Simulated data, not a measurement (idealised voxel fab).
Process module heading - voxel lift off
Cross-section cut: width 170 nm, square cells of 5 nm.
This document writes a cross-section as a grid whose cells are square, and gives it as bands, listed from the top down; one or more rows of cells form a band. Top height, bottom height, nm. Materials left to right, width each, nm. Single material + "everywhere" = fills band edge to edge. "blank" = empty. Height is counted from the level 0, under which the received wafer is composed throughout of one material. The lowest of the bands is not closed at the bottom but continues downward, in the notation "top 0, no bottom". Width: "30 to 40" (first number = top row, second number = bottom row, same change from row to row of cells). Where a step carries "nothing changed", the cross-section came out of it unchanged, cell for cell. If an empty space has no open way to the top and is at least 8 cells in size, "Trapped voids" lists it, written width x height at distance, where distance is measured from the left edge and every value is in nm. That trailing text on a step's line, after the settings, is the simulator's own remark on the step. "overlay nm" answers the question of how far to the right of plan the mask lay on a step that has a mask, and when it is negative the answer is to the left.

## Process steps (planned)
step 1: RECEIVE (material Si)
step 2: CONFORMAL_DEP (material SiO2; thk nm 15)
step 3: PATTERN (tone open; mask id LINES; material resist; width nm 25; pitch nm 55; thk nm 15; overlay nm 0)
step 4: DIRECTIONAL_DEP (material Ru; thk nm 5)
step 5: STRIP (etch materials resist)
step 6: CONFORMAL_DEP (material SiO2; thk nm 5)

## Cross-section of the wafer at receipt, which is the condition after step 1
top 0, no bottom  Si everywhere
Trapped voids: none

## Starting structure and process plan are as shown above, but one mistake was made in running the module; the wafer cross-section at the end of the module follows
top 25, bottom 20  blank (10) | SiO2 (40) | blank (15) | SiO2 (40) | blank (15) | SiO2 (40) | blank (10)
top 20, bottom 15  SiO2 (15) | Ru (30) | SiO2 (25) | Ru (30) | SiO2 (25) | Ru (30) | SiO2 (15)
top 15, bottom 0  SiO2 everywhere
top 0, no bottom  Si everywhere
Trapped voids: none
Which mistake was made when the wafer was run? rather than as planned, step 3 actually ran as PATTERN (tone open; mask id LINES; material resist; width nm 30; pitch nm 55; thk nm 15; overlay nm 0)
